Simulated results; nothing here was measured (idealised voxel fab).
The following is a process module called voxel capacitor over wiring.
Displayed cross-section: cut, width of 170 nm, square cells sized 5 nm.
Cross-section = grid of square cells, listed top down in bands; band = one or more rows.
Within each band entry, the heights of the top and of the bottom of the band appear first, in that order and in nm; the materials of the band then follow from left to right, each with its corresponding width in nm. The designation "edge to edge" on a single material indicates that it fills the band from edge to edge; the designation "empty" indicates empty space.
Beneath 0, the wafer as received is one material, and that level is where height counting begins. The lowest band goes on downward without a bottom; it is written like "0 nm and below".
With a width like "30->40", each row of cells in the band differs from the next by the same amount, the top row carrying the first number and the bottom row the second.
Where the words "nothing got changed" appear for a step, the cross-section shows no cell changed by that step; every cell remained as before.
Empty spaces without an open route to the top, at least 8 cells in extent, make up the entry "Sealed-off cavities"; each is given as width x height at distance, where the distance is measured from the left edge, and all are in nm.
Step line, after settings: the simulator's comment on this step.
overlay nm: mask offset rightward from planned place, masked step; negative means leftward offset.

[Listed below are the process steps as planned]
1,RECEIVE (material Si)
2,CONFORMAL_DEP (material SiO2; thk nm 10)
3,DIRECTIONAL_DEP (material TiN; thk nm 5)
4,DIRECTIONAL_DEP (material Ru; thk nm 15)
5,DIRECTIONAL_DEP (material aC; thk nm 15)
6,PATTERN (tone cover; mask id METAL_1; material resist; width nm 20; pitch nm 80; thk nm 35; overlay nm 0)
7,DIRECTIONAL_ETCH (etch materials aC; depth nm 15)
8,STRIP (etch materials resist)
9,DIRECTIONAL_ETCH (etch materials Ru; depth nm 15)
10,DIRECTIONAL_ETCH (etch materials TiN; depth nm 5)
11,STRIP (etch materials aC)
12,FILL_DEP (material SiO2; thk nm 10)
13,CMP (height nm 30)
14,CONFORMAL_DEP (material SiCN; thk nm 5)
15,DIRECTIONAL_DEP (material lowk; thk nm 15)
16,DIRECTIONAL_DEP (material aC; thk nm 15)
17,PATTERN (tone open; mask id PLUG_1; material resist; width nm 15; thk nm 30; overlay nm 0)
18,DIRECTIONAL_ETCH (etch materials aC; depth nm 15)
19,STRIP (etch materials resist)
20,DIRECTIONAL_ETCH (etch materials lowk; depth nm 15)
21,DIRECTIONAL_ETCH (etch materials SiCN; depth nm 5)
22,STRIP (etch materials aC)
23,CONFORMAL_DEP (material TiN; thk nm 5)
24,FILL_DEP (material W; thk nm 5)
25,CMP (height nm 50)
26,DIRECTIONAL_DEP (material TiN; thk nm 10)
27,DIRECTIONAL_DEP (material SiN; thk nm 5)
28,DIRECTIONAL_DEP (material TiN; thk nm 10)
29,MASKED_ETCH (tone cover; mask id UPPER_PLATE; width nm 65; etch materials TiN; depth nm 10; overlay nm 0)
30,MASKED_ETCH (tone cover; mask id UPPER_PLATE; width nm 65; etch materials SiN; depth nm 5; overlay nm 0)
31,PATTERN (tone cover; mask id LOWER_PLATE; material resist; width nm 75; thk nm 20; overlay nm 0)
32,DIRECTIONAL_ETCH (etch materials TiN; depth nm 10)
33,STRIP (etch materials resist)
34,FILL_DEP (material SiO2; thk nm 15)
35,CMP (height nm 85)
36,DIRECTIONAL_DEP (material aC; thk nm 15)
37,PATTERN (tone open; mask id PLUG_2; material resist; width nm 15; thk nm 30; overlay nm 0)
38,DIRECTIONAL_ETCH (etch materials aC; depth nm 15)
39,STRIP (etch materials resist)
40,DIRECTIONAL_ETCH (etch materials SiO2; depth nm 10)
41,STRIP (etch materials aC)
42,CONFORMAL_DEP (material TiN; thk nm 5)
43,FILL_DEP (material Cu; thk nm 5)
44,CMP (height nm 85)
45,CONFORMAL_DEP (material SiN; thk nm 5)

[The cross-section here shows the wafer as received, i.e. in its state after step 1]
> 0 nm and below | Si edge to edge
> Sealed-off cavities: none

[Cross-section taken at module completion on the first of two wafers; processed per the plan]
> 90 nm to 85 nm | SiN edge to edge
> 85 nm to 80 nm | SiO2: 50 / TiN: 5 / Cu: 5 / TiN: 5 / SiO2: 105
> 80 nm to 75 nm | SiO2: 50 / TiN: 15 / SiO2: 105
> 75 nm to 65 nm | SiO2: 40 / TiN: 65 / SiO2: 65
> 65 nm to 60 nm | SiO2: 40 / SiN: 65 / SiO2: 65
> 60 nm to 50 nm | SiO2: 35 / TiN: 75 / SiO2: 60
> 50 nm to 35 nm | lowk: 40 / TiN: 5 / W: 5 / TiN: 5 / lowk: 115
> 35 nm to 30 nm | SiCN: 40 / TiN: 15 / SiCN: 115
> 30 nm to 15 nm | SiO2: 35 / Ru: 20 / SiO2: 60 / Ru: 20 / SiO2: 35
> 15 nm to 10 nm | SiO2: 35 / TiN: 20 / SiO2: 60 / TiN: 20 / SiO2: 35
> 10 nm to 0 nm | SiO2 edge to edge
> 0 nm and below | Si edge to edge
> Sealed-off cavities: none

[End-of-module cross-section of the second wafer: identical starting point and process plan to the first, with one processing mistake]
> 90 nm to 85 nm | SiN edge to edge
> 85 nm to 80 nm | SiO2: 50 / TiN: 5 / Cu: 5 / TiN: 5 / SiO2: 105
> 80 nm to 75 nm | SiO2: 50 / TiN: 15 / SiO2: 105
> 75 nm to 70 nm | SiO2 edge to edge
> 70 nm to 60 nm | SiO2: 40 / TiN: 65 / SiO2: 65
> 60 nm to 50 nm | SiO2: 35 / TiN: 75 / SiO2: 60
> 50 nm to 35 nm | lowk: 40 / TiN: 5 / W: 5 / TiN: 5 / lowk: 115
> 35 nm to 30 nm | SiCN: 40 / TiN: 15 / SiCN: 115
> 30 nm to 15 nm | SiO2: 35 / Ru: 20 / SiO2: 60 / Ru: 20 / SiO2: 35
> 15 nm to 10 nm | SiO2: 35 / TiN: 20 / SiO2: 60 / TiN: 20 / SiO2: 35
> 10 nm to 0 nm | SiO2 edge to edge
> 0 nm and below | Si edge to edge
> Sealed-off cavities: none
What went wrong in running the wafer? step 27 in the plan did not get run; it was skipped
FYI, end of process, the second wafer has more or fewer cells of some materials than the first: -13 SiN | +13 SiO2
